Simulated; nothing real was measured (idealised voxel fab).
Process module in this document: voxel local oxidation
In the cross-section labelled cut, the width is 165 nm and each square cell is 5 nm.
Cross-sections here: square-cell grids, written as top-down lists of bands, a band being one or more rows of cells. Band entry format. Leading values: height of top, height of bottom, nm. Remainder: materials in left-to-right order, each with its width in nm. Special words: "everywhere" on a single material, which then fills the band edge to edge; "empty", empty space. Height is counted from the level 0, under which the received wafer is composed throughout of one material. The lowest of the bands is not closed at the bottom but continues downward, in the notation "from 0 down". The width entry "30..40" should be interpreted row by row: the top row of cells in the band takes the first number, the bottom row takes the second number, and the change between adjacent rows is uniform throughout. No cell of the cross-section changed in a step that is given as "no change". "Closed void list" specifies each empty space that is not open to the top and that occupies no fewer than 8 cells, using the form width x height at distance, the distance measured from the left edge and all three quantities in nm. after a step's settings: what the simulator itself notes on the step. Regarding "overlay nm": on a step with a mask, it is the distance the mask lay to the right of its planned place; a negative value places it to the left.

Here's what the planned process steps look like:
1. RECEIVE [material Si]
2. OXIDIZE [depth nm 5]
3. CONFORMAL_DEP [material SiN] [thk nm 10]
4. PATTERN [tone cover] [mask id ACTIVE] [material resist] [width nm 105] [thk nm 15] [overlay nm 0]
5. DIRECTIONAL_ETCH [etch materials SiN] [depth nm 10]
6. STRIP [etch materials resist]
7. SELECTIVE_ETCH [etch materials SiO2] [depth nm 5]
8. OXIDIZE [depth nm 15]
9. STRIP [etch materials SiN]

What follows covers the first of two wafers; it ran as planned:

Cross-section of the incoming wafer, state after step 1:
* from 0 down | Si everywhere
* Closed void list: none

Upon completion of step 2, the wafer appears in cross-section as shown:
* from 0 to -5 | SiO2 everywhere
* Below a height of -5, the structure has not been altered.

Upon completion of step 3, the wafer appears in cross-section as shown:
* from 10 to 0 | SiN everywhere
* Below a height of 0, the structure has not been altered.

Upon completion of step 4, the wafer appears in cross-section as shown:
* from 25 to 10 | empty=30  resist=105  empty=30
* Below a height of 10, the structure has not been altered.

Upon completion of step 5, the wafer appears in cross-section as shown:
* from 25 to 10 | empty=30  resist=105  empty=30
* from 10 to 0 | empty=30  SiN=105  empty=30
* Below a height of 0, the structure has not been altered.

Upon completion of step 6, the wafer appears in cross-section as shown:
* from 10 to 0 | empty=30  SiN=105  empty=30
* Below a height of 0, the structure has not been altered.

Upon completion of step 7, the wafer appears in cross-section as shown:
* from 10 to 0 | empty=30  SiN=105  empty=30
* from 0 to -5 | empty=35  SiO2=95  empty=35
* Below a height of -5, the structure has not been altered.

Upon completion of step 8, the wafer appears in cross-section as shown:
* from 10 to 0 | empty=30  SiN=105  empty=30
* from 0 to -5 | empty=35  SiO2=95  empty=35
* from -5 to -20 | SiO2=50  Si=65  SiO2=50
* Below a height of -20, the structure has not been altered.

Upon completion of step 9, the wafer appears in cross-section as shown:
* from 0 to -5 | empty=35  SiO2=95  empty=35
* Below a height of -5, the structure has not been altered.

The second wafer was prepared from the same starting point and under the same plan as the first; its processing contained one mistake, and it remains indistinguishable from the first wafer up to and including step 5:

Second wafer at the planned finish of step 6, seen in cross-section:
* from 25 to 10 | empty=30  resist=105  empty=30
* from 10 to 0 | empty=30  SiN=105  empty=30
* from 0 to -5 | empty=35  SiO2=95  empty=35
* Below a height of -5, the structure has not been altered.

Second wafer at the planned finish of step 7, seen in cross-section:
* from 10 to 0 | empty=30  SiN=105  empty=30
* Below a height of 0, the structure has not been altered.

Second wafer at the planned finish of step 8, seen in cross-section:
* from 10 to 0 | empty=30  SiN=105  empty=30
* from 0 to -5 | empty=35  SiO2=95  empty=35
* from -5 to -20 | SiO2=50  Si=65  SiO2=50
* Below a height of -20, the structure has not been altered.

Second wafer at the planned finish of step 9, seen in cross-section:
* from 0 to -5 | empty=35  SiO2=95  empty=35
* Below a height of -5, the structure has not been altered.
The plan and the run diverged here: plan steps 6 and 7 run swapped
If you compare the two wafers at the end, their cross-sections are the same, so as far as this model is concerned the mistake changes nothing.
